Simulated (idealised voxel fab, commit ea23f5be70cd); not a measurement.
The name of this process module is voxel gate over fins.
170 nm wide, 5 nm square cells: that's cross-section cut.
Cross-section format: a grid of square cells, given as bands from top to bottom; each band is one or more rows of cells. It is stipulated that each band's entry specify, in nanometres, the height of the top of the band and then that of its bottom, followed by the materials of the band in left-to-right sequence, each together with its width in nanometres. A single material marked by the word "everywhere" is understood to fill the band from edge to edge; the word "blank" is understood to denote empty space. Below 0: as-received wafer, all one material; heights counted from there. Lowest band: no bottom, goes on down, written "0 -> down". The expression "30->40" gives the width at the extremes of the band, the first number at its top row of cells and the second at its bottom row, with the width changing by equal amounts from each row to the next in between. No cell of the cross-section changed in a step that is given as "remains unaltered". Entry "Sealed voids" = empty spaces >= 8 cells with no open way to the top; each as width x height at distance, distance from left edge, all nm. Text after the settings on a step's line: the simulator's own remark on that step. What "overlay nm" on a step's line means: if the step has a mask, that mask lay this far to the right of its planned place, or, when the value is negative, to the left.

**Listed below are the process steps as planned**
1. op RECEIVE | material Si
2. op CONFORMAL_DEP | material SiN | thk nm 5
3. op DIRECTIONAL_DEP | material aC | thk nm 15
4. op PATTERN | tone cover | mask id FINS | material resist | width nm 15 | pitch nm 50 | thk nm 30 | overlay nm 0
5. op DIRECTIONAL_ETCH | etch materials aC | depth nm 15
6. op STRIP | etch materials resist
7. op DIRECTIONAL_ETCH | etch materials SiN | depth nm 5
8. op DIRECTIONAL_ETCH | etch materials Si | depth nm 30
9. op STRIP | etch materials aC
10. op FILL_DEP | material SiO2 | thk nm 5
11. op CMP | height nm 5
12. op DIRECTIONAL_DEP | material aC | thk nm 10
13. op PATTERN | tone open | mask id RAIL | material resist | width nm 15 | thk nm 30 | overlay nm 0
14. op DIRECTIONAL_ETCH | etch materials aC | depth nm 10
15. op STRIP | etch materials resist
16. op DIRECTIONAL_ETCH | etch materials SiO2 | depth nm 30
17. op STRIP | etch materials aC
18. op CONFORMAL_DEP | material TiN | thk nm 5
19. op FILL_DEP | material W | thk nm 5
20. op CMP | height nm 5
21. op SELECTIVE_ETCH | etch materials W Ru TiN | depth nm 25
22. op FILL_DEP | material SiO2 | thk nm 5
23. op CMP | height nm 5
24. op SELECTIVE_ETCH | etch materials SiO2 | depth nm 20
25. op STRIP | etch materials SiN
26. op CONFORMAL_DEP | material HfO2 | thk nm 5
27. op CONFORMAL_DEP | material TiN | thk nm 5
28. op FILL_DEP | material W | thk nm 10
29. op CMP | height nm 5
30. op CONFORMAL_DEP | material SiN | thk nm 10
Same starting wafers, different height nm at step 29. Plan value belongs to the first wafer.

**Cross-section of the first of several received wafers, showing its state after step 1**
	0 -> down  Si everywhere
	Sealed voids: none

**Every row in this table is a wafer at the end of the module, and it gives, for each of the materials, the cells that wafer has gained (+) or lost (-) since it was received, then its closed voids**
height nm 5, +46 HfO2, -168 Si, +68 SiN, +81 SiO2, +35 TiN, +40 W, Sealed voids: none
height nm 10, +46 HfO2, -168 Si, +68 SiN, +81 SiO2, +49 TiN, +60 W, Sealed voids: none
height nm 15, +46 HfO2, -168 Si, +68 SiN, +81 SiO2, +49 TiN, +94 W, Sealed voids: none
height nm 20, +46 HfO2, -168 Si, +68 SiN, +81 SiO2, +49 TiN, +128 W, Sealed voids: none
